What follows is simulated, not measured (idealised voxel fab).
This section sets out a process module, namely voxel transistor to metal.
The width of the displayed cross-section, cut, is 190 nm; its cells are square, with a size of 5 nm.
Reading order for cross-sections: top band down to bottom band. Underlying form: a grid of square cells. Band size: one or more rows of cells.
The band entry comprises the height of the band's top followed by the height of its bottom, expressed in nm, and subsequently the band's materials from left to right, each stated together with its width in nm. Where a single material is marked with the word "edge to edge", that material fills the band from edge to edge. The word "blank" represents empty space.
Basically, 0 is our baseline, since under it the wafer straight out of the box is all one material. The bottom band has no lower end and keeps on going down, so it looks like "top 0, no bottom".
It should be noted that a width expressed as "30..40" varies in equal increments from row to row of cells within the band, taking the value of the first number at the top row and that of the second number at the bottom row.
What does "no alterations made" mean for a step? It means no cell of the cross-section changed in that step.
Empty spaces counting at least 8 cells and having no open way to the top are listed in "Unvented cavities". The notation width x height at distance is used for each, the distance being from the left edge and all three values in nm.
The remark found on a step's line after its settings is issued by the simulator itself and pertains to that step.
overlay nm: on a step with a mask, how far right of its planned place the mask lay; negative means left.

The process steps that were planned are listed below
1) RECEIVE (material Si)
2) OXIDIZE (depth nm 5)
3) CONFORMAL_DEP (material SiN; thk nm 15)
4) MASKED_ETCH (tone cover; mask id ACTIVE; width nm 105; etch materials SiN; depth nm 15; overlay nm 0)
5) MASKED_ETCH (tone cover; mask id ACTIVE; width nm 105; etch materials SiO2; depth nm 5; overlay nm 0)
6) MASKED_ETCH (tone cover; mask id ACTIVE; width nm 105; etch materials Si; depth nm 30; overlay nm 0)
7) OXIDIZE (depth nm 5)
8) FILL_DEP (material SiO2; thk nm 10)
9) CMP (height nm 15)
10) SELECTIVE_ETCH (etch materials SiO2; depth nm 5)
11) STRIP (etch materials SiN)
12) SELECTIVE_ETCH (etch materials SiO2; depth nm 5)
13) OXIDIZE (depth nm 5)
14) DIRECTIONAL_DEP (material polySi; thk nm 20)
15) DIRECTIONAL_DEP (material SiCN; thk nm 10)
16) MASKED_ETCH (tone cover; mask id GATE; width nm 15; etch materials SiCN; depth nm 20; overlay nm 0)
17) MASKED_ETCH (tone cover; mask id GATE; width nm 15; etch materials polySi; depth nm 30; overlay nm 0)
18) CONFORMAL_DEP (material SiO2; thk nm 5)
19) DIRECTIONAL_ETCH (etch materials SiO2; depth nm 5)
20) CONFORMAL_DEP (material SiN; thk nm 5)
21) DIRECTIONAL_ETCH (etch materials SiN; depth nm 5)
22) DIRECTIONAL_ETCH (etch materials SiO2; depth nm 5)
23) DIRECTIONAL_ETCH (etch materials Si; depth nm 15)
24) EPI (material nSi; thk nm 15)
25) FILL_DEP (material SiO2; thk nm 10)
26) CMP (height nm 25)
27) DIRECTIONAL_DEP (material SiO2; thk nm 10)
28) DIRECTIONAL_DEP (material aC; thk nm 10)
29) PATTERN (tone open; mask id CONTACT; material resist; width nm 30; pitch nm 55; thk nm 30; overlay nm 0)
30) DIRECTIONAL_ETCH (etch materials aC; depth nm 10)
31) STRIP (etch materials resist)
32) DIRECTIONAL_ETCH (etch materials SiO2; depth nm 45)
33) STRIP (etch materials aC)
34) CONFORMAL_DEP (material TiN; thk nm 5)
35) FILL_DEP (material W; thk nm 10)
36) CMP (height nm 35)
37) DIRECTIONAL_DEP (material TiN; thk nm 5)
38) DIRECTIONAL_DEP (material Ru; thk nm 15)
39) PATTERN (tone cover; mask id METAL_1; material resist; width nm 15; pitch nm 70; thk nm 20; overlay nm 0)
40) DIRECTIONAL_ETCH (etch materials Ru; depth nm 15)
41) DIRECTIONAL_ETCH (etch materials TiN; depth nm 5)
42) STRIP (etch materials resist)
43) CONFORMAL_DEP (material SiN; thk nm 5)
44) FILL_DEP (material SiO2; thk nm 5)
45) CMP (height nm 55)
46) CONFORMAL_DEP (material SiCN; thk nm 5)
47) DIRECTIONAL_DEP (material SiO2; thk nm 30)
48) DIRECTIONAL_DEP (material aC; thk nm 15)
49) PATTERN (tone open; mask id METAL_2; material resist; width nm 15; pitch nm 70; thk nm 30; overlay nm 0)
50) DIRECTIONAL_ETCH (etch materials aC; depth nm 15)
51) STRIP (etch materials resist)
52) DIRECTIONAL_ETCH (etch materials SiO2; depth nm 20)
53) STRIP (etch materials aC)
54) MASKED_ETCH (tone open; mask id METAL_2_HOLES; width nm 15; pitch nm 70; etch materials SiO2; depth nm 10; overlay nm 0)
55) MASKED_ETCH (tone open; mask id METAL_2_HOLES; width nm 15; pitch nm 70; etch materials SiCN; depth nm 5; overlay nm 0)
56) CONFORMAL_DEP (material TiN; thk nm 5)
57) FILL_DEP (material Cu; thk nm 5)
58) CMP (height nm 90)
59) CONFORMAL_DEP (material SiCN; thk nm 5)

Cross-section of the incoming wafer, state after step 1
* top 0, no bottom  Si edge to edge
* Unvented cavities: none

Wafer at module end, in section. Began as above, planned as above, run with one mistake
* top 95, bottom 90  SiCN edge to edge
* top 90, bottom 85  SiCN=50; TiN=15; SiCN=55; TiN=15; SiCN=55
* top 85, bottom 55  SiO2 edge to edge
* top 55, bottom 40  SiO2=45; SiN=5; Ru=15; SiN=5; SiO2=45; SiN=5; Ru=15; SiN=5; SiO2=50
* top 40, bottom 35  SiN=50; TiN=15; SiN=55; TiN=15; SiN=55
* top 35, bottom 25  SiO2=50; TiN=5; W=20..15; TiN=5..10; SiO2=25; TiN=5..10; W=20..15; TiN=5; SiO2=55
* top 25, bottom 15  SiO2=50; TiN=5; W=15; TiN=5; SiN=5; SiO2=5; SiCN=15; SiO2=5; SiN=5; TiN=5; W=15; TiN=5; SiO2=55
* top 15, bottom 10  SiO2=50; TiN=5; W=15; TiN=5; SiN=5; SiO2=5; polySi=15; SiO2=5; SiN=5; TiN=5; W=15; TiN=5; SiO2=55
* top 10, bottom 5  SiO2=50; TiN=25; SiN=5; SiO2=5; polySi=15; SiO2=5; SiN=5; TiN=25; SiO2=55
* top 5, bottom -5  SiO2=40; SiN=5; SiO2=5; TiN=10; nSi=15; SiN=5; SiO2=5; polySi=15; SiO2=5; SiN=5; nSi=15; TiN=10; SiO2=5; SiN=5; SiO2=45
* top -5, bottom -10  SiO2=50; TiN=10; nSi=15; SiO2=35; nSi=15; TiN=10; SiO2=55
* top -10, bottom -25  SiO2=45; nSi=30; Si=35; nSi=30; SiO2=50
* top -25, bottom -40  SiO2=45; Si=95; SiO2=50
* top -40, no bottom  Si edge to edge
* Unvented cavities: none
So what did we get wrong on this run? steps 46 and 47 run out of order (swapped)
